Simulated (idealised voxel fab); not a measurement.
Title: Process Module voxel capacitor over wiring
We display cut, a cross-section 210 nm in width whose square cells are each 5 nm.
Cross-section layout: square cells on a grid; listed as bands, top to bottom; a band spans one or more cell rows.
Heights first: top, then bottom, in nm. Then materials, left to right, each with a width in nm. "edge to edge" on a single material: fills the band edge to edge. "empty": empty space.
A quick word on heights: they are counted from 0, and under that level the wafer as it came to us is one material throughout. The lowest band is different from the rest in having no bottom; it simply continues downward, written as in "z 0 and below".
Quick explanation for "30 to 40": the width changes in equal steps down the rows of cells, from the first number in the band's top row to the second number in its bottom row.
Where a step carries "left unchanged", the cross-section came out of it unchanged, cell for cell.
Empty spaces without an open route to the top, at least 8 cells in extent, make up the entry "Closed internal cavities"; each is given as width x height at distance, where the distance is measured from the left edge, and all are in nm.
If you see something after the settings on a step's line, that's the simulator's own remark about that step.
Regarding "overlay nm": on a step with a mask, it is the distance the mask lay to the right of its planned place; a negative value places it to the left.

Process steps - plan
step 1: RECEIVE [material Si]
step 2: CONFORMAL_DEP [material SiO2] [thk nm 15]
step 3: CONFORMAL_DEP [material SiCN] [thk nm 5]
step 4: DIRECTIONAL_DEP [material SiO2] [thk nm 25]
step 5: MASKED_ETCH [tone open] [mask id METAL_1] [width nm 25] [pitch nm 75] [etch materials SiO2] [depth nm 25] [overlay nm 0]
step 6: MASKED_ETCH [tone open] [mask id METAL_1] [width nm 25] [pitch nm 75] [etch materials SiCN] [depth nm 5] [overlay nm 0]
step 7: CONFORMAL_DEP [material TiN] [thk nm 5]
step 8: FILL_DEP [material W] [thk nm 10]
step 9: CMP [height nm 45]
step 10: EPI [material Ru] [thk nm 5]
step 11: FILL_DEP [material SiCN] [thk nm 5]
step 12: DIRECTIONAL_DEP [material SiO2] [thk nm 10]
step 13: MASKED_ETCH [tone open] [mask id PLUG_1] [width nm 15] [etch materials SiO2] [depth nm 10] [overlay nm 0]
step 14: MASKED_ETCH [tone open] [mask id PLUG_1] [width nm 15] [etch materials SiCN] [depth nm 5] [overlay nm 0]
step 15: CONFORMAL_DEP [material TiN] [thk nm 5]
step 16: FILL_DEP [material W] [thk nm 5]
step 17: CMP [height nm 65]
step 18: DIRECTIONAL_DEP [material TiN] [thk nm 10]
step 19: DIRECTIONAL_DEP [material Al2O3] [thk nm 5]
step 20: DIRECTIONAL_DEP [material TiN] [thk nm 10]
step 21: PATTERN [tone cover] [mask id UPPER_PLATE] [material resist] [width nm 55] [thk nm 20] [overlay nm 0]
step 22: DIRECTIONAL_ETCH [etch materials TiN] [depth nm 10]
step 23: DIRECTIONAL_ETCH [etch materials Al2O3] [depth nm 5]
step 24: STRIP [etch materials resist]
step 25: PATTERN [tone cover] [mask id LOWER_PLATE] [material resist] [width nm 65] [thk nm 15] [overlay nm 0]
step 26: DIRECTIONAL_ETCH [etch materials TiN] [depth nm 10]
step 27: STRIP [etch materials resist]
step 28: FILL_DEP [material SiO2] [thk nm 20]
step 29: CMP [height nm 105]
step 30: PATTERN [tone open] [mask id PLUG_2] [material resist] [width nm 15] [thk nm 20] [overlay nm 0]
step 31: DIRECTIONAL_ETCH [etch materials SiO2] [depth nm 15]
step 32: STRIP [etch materials resist]
step 33: CONFORMAL_DEP [material TiN] [thk nm 5]
step 34: FILL_DEP [material Ru] [thk nm 5]
step 35: CMP [height nm 105]
step 36: CONFORMAL_DEP [material SiCN] [thk nm 5]

First wafer, two in total, run as planned

Cross-section, incoming material, after step 1
    z 0 and below: Si edge to edge
    Closed internal cavities: none

Cross-section of the wafer subsequent to step 2
    z 15 to 0: SiO2 edge to edge
    below 0: unchanged

Cross-section of the wafer subsequent to step 3
    z 20 to 15: SiCN edge to edge
    below 15: unchanged

Cross-section of the wafer subsequent to step 4
    z 45 to 20: SiO2 edge to edge
    below 20: unchanged

Cross-section of the wafer subsequent to step 5
    z 45 to 20: SiO2 (55)  empty (25)  SiO2 (50)  empty (25)  SiO2 (55)
    below 20: unchanged

Cross-section of the wafer subsequent to step 6
    z 45 to 20: SiO2 (55)  empty (25)  SiO2 (50)  empty (25)  SiO2 (55)
    z 20 to 15: SiCN (55)  empty (25)  SiCN (50)  empty (25)  SiCN (55)
    below 15: unchanged

Cross-section of the wafer subsequent to step 7
    z 50 to 45: TiN (60)  empty (15)  TiN (60)  empty (15)  TiN (60)
    z 45 to 20: SiO2 (55)  TiN (5)  empty (15)  TiN (5)  SiO2 (50)  TiN (5)  empty (15)  TiN (5)  SiO2 (55)
    z 20 to 15: SiCN (55)  TiN (25)  SiCN (50)  TiN (25)  SiCN (55)
    below 15: unchanged

Cross-section of the wafer subsequent to step 8
    z 60 to 50: W edge to edge
    z 50 to 45: TiN (60)  W (15)  TiN (60)  W (15)  TiN (60)
    z 45 to 20: SiO2 (55)  TiN (5)  W (15)  TiN (5)  SiO2 (50)  TiN (5)  W (15)  TiN (5)  SiO2 (55)
    below 20: unchanged

Cross-section of the wafer subsequent to step 9
    z 45 to 20: SiO2 (55)  TiN (5)  W (15)  TiN (5)  SiO2 (50)  TiN (5)  W (15)  TiN (5)  SiO2 (55)
    below 20: unchanged

Cross-section of the wafer subsequent to step 10
    z 50 to 45: empty (50)  Ru (35)  empty (40)  Ru (35)  empty (50)
    below 45: unchanged

Cross-section of the wafer subsequent to step 11
    z 55 to 50: SiCN edge to edge
    z 50 to 45: SiCN (50)  Ru (35)  SiCN (40)  Ru (35)  SiCN (50)
    below 45: unchanged

Cross-section of the wafer subsequent to step 12
    z 65 to 55: SiO2 edge to edge
    below 55: unchanged

Cross-section of the wafer subsequent to step 13
    z 65 to 55: SiO2 (65)  empty (15)  SiO2 (130)
    below 55: unchanged

Cross-section of the wafer subsequent to step 14
    z 65 to 55: SiO2 (65)  empty (15)  SiO2 (130)
    z 55 to 50: SiCN (65)  empty (15)  SiCN (130)
    below 50: unchanged

Cross-section of the wafer subsequent to step 15
    z 70 to 65: TiN (70)  empty (5)  TiN (135)
    z 65 to 55: SiO2 (65)  TiN (5)  empty (5)  TiN (5)  SiO2 (130)
    z 55 to 50: SiCN (65)  TiN (15)  SiCN (130)
    below 50: unchanged

Cross-section of the wafer subsequent to step 16
    z 75 to 70: W edge to edge
    z 70 to 65: TiN (70)  W (5)  TiN (135)
    z 65 to 55: SiO2 (65)  TiN (5)  W (5)  TiN (5)  SiO2 (130)
    below 55: unchanged

Cross-section of the wafer subsequent to step 17
    z 65 to 55: SiO2 (65)  TiN (5)  W (5)  TiN (5)  SiO2 (130)
    below 55: unchanged

Cross-section of the wafer subsequent to step 18
    z 75 to 65: TiN edge to edge
    below 65: unchanged

Cross-section of the wafer subsequent to step 19
    z 80 to 75: Al2O3 edge to edge
    below 75: unchanged

Cross-section of the wafer subsequent to step 20
    z 90 to 80: TiN edge to edge
    below 80: unchanged

Cross-section of the wafer subsequent to step 21
    z 110 to 90: empty (65)  resist (55)  empty (90)
    below 90: unchanged

Cross-section of the wafer subsequent to step 22
    z 110 to 90: empty (65)  resist (55)  empty (90)
    z 90 to 80: empty (65)  TiN (55)  empty (90)
    below 80: unchanged

Cross-section of the wafer subsequent to step 23
    z 110 to 90: empty (65)  resist (55)  empty (90)
    z 90 to 80: empty (65)  TiN (55)  empty (90)
    z 80 to 75: empty (65)  Al2O3 (55)  empty (90)
    below 75: unchanged

Cross-section of the wafer subsequent to step 24
    z 90 to 80: empty (65)  TiN (55)  empty (90)
    below 80: unchanged

Cross-section of the wafer subsequent to step 25
    z 105 to 90: empty (60)  resist (65)  empty (85)
    z 90 to 80: empty (60)  resist (5)  TiN (55)  resist (5)  empty (85)
    z 80 to 75: empty (60)  resist (5)  Al2O3 (55)  resist (5)  empty (85)
    below 75: unchanged

Cross-section of the wafer subsequent to step 26
    z 105 to 90: empty (60)  resist (65)  empty (85)
    z 90 to 80: empty (60)  resist (5)  TiN (55)  resist (5)  empty (85)
    z 80 to 75: empty (60)  resist (5)  Al2O3 (55)  resist (5)  empty (85)
    z 75 to 65: empty (60)  TiN (65)  empty (85)
    below 65: unchanged

Cross-section of the wafer subsequent to step 27
    z 90 to 80: empty (65)  TiN (55)  empty (90)
    z 80 to 75: empty (65)  Al2O3 (55)  empty (90)
    below 75: unchanged

Cross-section of the wafer subsequent to step 28
    z 110 to 90: SiO2 edge to edge
    z 90 to 80: SiO2 (65)  TiN (55)  SiO2 (90)
    z 80 to 75: SiO2 (65)  Al2O3 (55)  SiO2 (90)
    z 75 to 65: SiO2 (60)  TiN (65)  SiO2 (85)
    below 65: unchanged

Cross-section of the wafer subsequent to step 29
    z 105 to 90: SiO2 edge to edge
    below 90: unchanged

Cross-section of the wafer subsequent to step 30
    z 125 to 105: resist (75)  empty (15)  resist (120)
    below 105: unchanged

Cross-section of the wafer subsequent to step 31
    z 125 to 105: resist (75)  empty (15)  resist (120)
    z 105 to 90: SiO2 (75)  empty (15)  SiO2 (120)
    below 90: unchanged

Cross-section of the wafer subsequent to step 32
    z 105 to 90: SiO2 (75)  empty (15)  SiO2 (120)
    below 90: unchanged

Cross-section of the wafer subsequent to step 33
    z 110 to 105: TiN (80)  empty (5)  TiN (125)
    z 105 to 95: SiO2 (75)  TiN (5)  empty (5)  TiN (5)  SiO2 (120)
    z 95 to 90: SiO2 (75)  TiN (15)  SiO2 (120)
    below 90: unchanged

Cross-section of the wafer subsequent to step 34
    z 115 to 110: Ru edge to edge
    z 110 to 105: TiN (80)  Ru (5)  TiN (125)
    z 105 to 95: SiO2 (75)  TiN (5)  Ru (5)  TiN (5)  SiO2 (120)
    below 95: unchanged

Cross-section of the wafer subsequent to step 35
    z 105 to 95: SiO2 (75)  TiN (5)  Ru (5)  TiN (5)  SiO2 (120)
    below 95: unchanged

Cross-section of the wafer subsequent to step 36
    z 110 to 105: SiCN edge to edge
    below 105: unchanged

Wafer two of two - same starting point, same process plan, one mistake in execution; matches wafer one up to and including step 12

Cross-sectional representation of the second wafer at the time designated in the plan for the completion of step 13
    z 65 to 55: SiO2 (65)  empty (20)  SiO2 (125)
    below 55: unchanged

Cross-sectional representation of the second wafer at the time designated in the plan for the completion of step 14
    z 65 to 55: SiO2 (65)  empty (20)  SiO2 (125)
    z 55 to 50: SiCN (65)  empty (15)  SiCN (130)
    below 50: unchanged

Cross-sectional representation of the second wafer at the time designated in the plan for the completion of step 15
    z 70 to 65: TiN (70)  empty (10)  TiN (130)
    z 65 to 55: SiO2 (65)  TiN (5)  empty (10 to 5)  TiN (5 to 10)  SiO2 (125)
    z 55 to 50: SiCN (65)  TiN (15)  SiCN (130)
    below 50: unchanged

Cross-sectional representation of the second wafer at the time designated in the plan for the completion of step 16
    z 75 to 70: W edge to edge
    z 70 to 65: TiN (70)  W (10)  TiN (130)
    z 65 to 55: SiO2 (65)  TiN (5)  W (10 to 5)  TiN (5 to 10)  SiO2 (125)
    below 55: unchanged

Cross-sectional representation of the second wafer at the time designated in the plan for the completion of step 17
    z 65 to 55: SiO2 (65)  TiN (5)  W (10 to 5)  TiN (5 to 10)  SiO2 (125)
    below 55: unchanged

Cross-sectional representation of the second wafer at the time designated in the plan for the completion of step 18
    z 75 to 65: TiN edge to edge
    below 65: unchanged

Cross-sectional representation of the second wafer at the time designated in the plan for the completion of step 19
    z 80 to 75: Al2O3 edge to edge
    below 75: unchanged

Cross-sectional representation of the second wafer at the time designated in the plan for the completion of step 20
    z 90 to 80: TiN edge to edge
    below 80: unchanged

Cross-sectional representation of the second wafer at the time designated in the plan for the completion of step 21
    z 110 to 90: empty (65)  resist (55)  empty (90)
    below 90: unchanged

Cross-sectional representation of the second wafer at the time designated in the plan for the completion of step 22
    z 110 to 90: empty (65)  resist (55)  empty (90)
    z 90 to 80: empty (65)  TiN (55)  empty (90)
    below 80: unchanged

Cross-sectional representation of the second wafer at the time designated in the plan for the completion of step 23
    z 110 to 90: empty (65)  resist (55)  empty (90)
    z 90 to 80: empty (65)  TiN (55)  empty (90)
    z 80 to 75: empty (65)  Al2O3 (55)  empty (90)
    below 75: unchanged

Cross-sectional representation of the second wafer at the time designated in the plan for the completion of step 24
    z 90 to 80: empty (65)  TiN (55)  empty (90)
    below 80: unchanged

Cross-sectional representation of the second wafer at the time designated in the plan for the completion of step 25
    z 105 to 90: empty (60)  resist (65)  empty (85)
    z 90 to 80: empty (60)  resist (5)  TiN (55)  resist (5)  empty (85)
    z 80 to 75: empty (60)  resist (5)  Al2O3 (55)  resist (5)  empty (85)
    below 75: unchanged

Cross-sectional representation of the second wafer at the time designated in the plan for the completion of step 26
    z 105 to 90: empty (60)  resist (65)  empty (85)
    z 90 to 80: empty (60)  resist (5)  TiN (55)  resist (5)  empty (85)
    z 80 to 75: empty (60)  resist (5)  Al2O3 (55)  resist (5)  empty (85)
    z 75 to 65: empty (60)  TiN (65)  empty (85)
    below 65: unchanged

Cross-sectional representation of the second wafer at the time designated in the plan for the completion of step 27
    z 90 to 80: empty (65)  TiN (55)  empty (90)
    z 80 to 75: empty (65)  Al2O3 (55)  empty (90)
    below 75: unchanged

Cross-sectional representation of the second wafer at the time designated in the plan for the completion of step 28
    z 110 to 90: SiO2 edge to edge
    z 90 to 80: SiO2 (65)  TiN (55)  SiO2 (90)
    z 80 to 75: SiO2 (65)  Al2O3 (55)  SiO2 (90)
    z 75 to 65: SiO2 (60)  TiN (65)  SiO2 (85)
    below 65: unchanged

Cross-sectional representation of the second wafer at the time designated in the plan for the completion of step 29
    z 105 to 90: SiO2 edge to edge
    below 90: unchanged

Cross-sectional representation of the second wafer at the time designated in the plan for the completion of step 30
    z 125 to 105: resist (75)  empty (15)  resist (120)
    below 105: unchanged

Cross-sectional representation of the second wafer at the time designated in the plan for the completion of step 31
    z 125 to 105: resist (75)  empty (15)  resist (120)
    z 105 to 90: SiO2 (75)  empty (15)  SiO2 (120)
    below 90: unchanged

Cross-sectional representation of the second wafer at the time designated in the plan for the completion of step 32
    z 105 to 90: SiO2 (75)  empty (15)  SiO2 (120)
    below 90: unchanged

Cross-sectional representation of the second wafer at the time designated in the plan for the completion of step 33
    z 110 to 105: TiN (80)  empty (5)  TiN (125)
    z 105 to 95: SiO2 (75)  TiN (5)  empty (5)  TiN (5)  SiO2 (120)
    z 95 to 90: SiO2 (75)  TiN (15)  SiO2 (120)
    below 90: unchanged

Cross-sectional representation of the second wafer at the time designated in the plan for the completion of step 34
    z 115 to 110: Ru edge to edge
    z 110 to 105: TiN (80)  Ru (5)  TiN (125)
    z 105 to 95: SiO2 (75)  TiN (5)  Ru (5)  TiN (5)  SiO2 (120)
    below 95: unchanged

Cross-sectional representation of the second wafer at the time designated in the plan for the completion of step 35
    z 105 to 95: SiO2 (75)  TiN (5)  Ru (5)  TiN (5)  SiO2 (120)
    below 95: unchanged

Cross-sectional representation of the second wafer at the time designated in the plan for the completion of step 36
    z 110 to 105: SiCN edge to edge
    below 105: unchanged
Where did the run depart from the plan? step 13 was run on a setting that differed from the plan, and what really ran there is MASKED_ETCH [tone open] [mask id PLUG_1] [width nm 20] [etch materials SiO2] [depth nm 10] [overlay nm 0]
Count the cells at the end and the second wafer has more or fewer of some materials than the first: SiO2: 2 fewer | TiN: 1 more | W: 1 more
